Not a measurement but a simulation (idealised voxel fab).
The process module presented herein is designated voxel quadruple lines.
Xsec cut, 175 nm wide, square cell size 5 nm.
For the purposes of this document, a cross-section shall be understood as a grid of square cells, specified as bands listed in top-to-bottom order, each band consisting of one or more rows of cells. The band entry comprises the height of the band's top followed by the height of its bottom, expressed in nm, and subsequently the band's materials from left to right, each stated together with its width in nm. Where a single material is marked with the word "edge to edge", that material fills the band from edge to edge. The word "blank" represents empty space. Below 0: as-received wafer, all one material; heights counted from there. Lowest band: no bottom, goes on down, written "0 down". Per-row width for "30..40": begins at first number (top row of band), ends at second number (bottom row), increment between rows held constant. The designation "nothing altered", where it is given for a processing step, indicates that no cell of the cross-section was altered in the course of that step. "closed voids" enumerates empty spaces isolated from the top, with no open way to it, that contain at least 8 cells, giving each as width x height at distance from the left edge, all three in nm. Note: text after step settings on the step line = simulator remark on that step. If you see "overlay nm" on a step's line and that step has a mask, it's telling you how far right of where it was planned the mask ended up; a negative number means it went left instead.

[Process steps foreseen in the plan]
step 1: RECEIVE [material Si]
step 2: CONFORMAL_DEP [material SiO2] [thk nm 5]
step 3: DIRECTIONAL_DEP [material TiN] [thk nm 15]
step 4: DIRECTIONAL_DEP [material polySi] [thk nm 15]
step 5: DIRECTIONAL_DEP [material aC] [thk nm 20]
step 6: PATTERN [tone cover] [mask id MANDREL] [material resist] [width nm 35] [thk nm 30] [overlay nm 0]
step 7: DIRECTIONAL_ETCH [etch materials aC] [depth nm 20]
step 8: STRIP [etch materials resist]
step 9: CONFORMAL_DEP [material SiO2] [thk nm 15]
step 10: DIRECTIONAL_ETCH [etch materials SiO2] [depth nm 15]
step 11: STRIP [etch materials aC]
step 12: DIRECTIONAL_ETCH [etch materials polySi] [depth nm 15]
step 13: STRIP [etch materials SiO2]
step 14: CONFORMAL_DEP [material SiCN] [thk nm 10]
step 15: DIRECTIONAL_ETCH [etch materials SiCN] [depth nm 10]
step 16: STRIP [etch materials polySi]
step 17: DIRECTIONAL_ETCH [etch materials TiN] [depth nm 15]
step 18: STRIP [etch materials SiCN]
step 19: FILL_DEP [material SiO2] [thk nm 5]
step 20: CMP [height nm 20]

[As-received wafer cross-section (after step 1)]
> 0 down: Si edge to edge
> closed voids: none

[Wafer cross-section at end of module: start and plan as shown above, one execution error]
> 20 to 5: SiO2 (35) | TiN (10) | SiO2 (15) | TiN (10) | SiO2 (15) | TiN (10) | SiO2 (15) | TiN (10) | SiO2 (55)
> 5 to 0: SiO2 edge to edge
> 0 down: Si edge to edge
> closed voids: none
So what did we get wrong on this run? step 6 changed vs plan, executed as PATTERN [tone cover] [mask id MANDREL] [material resist] [width nm 35] [thk nm 30] [overlay nm -10]
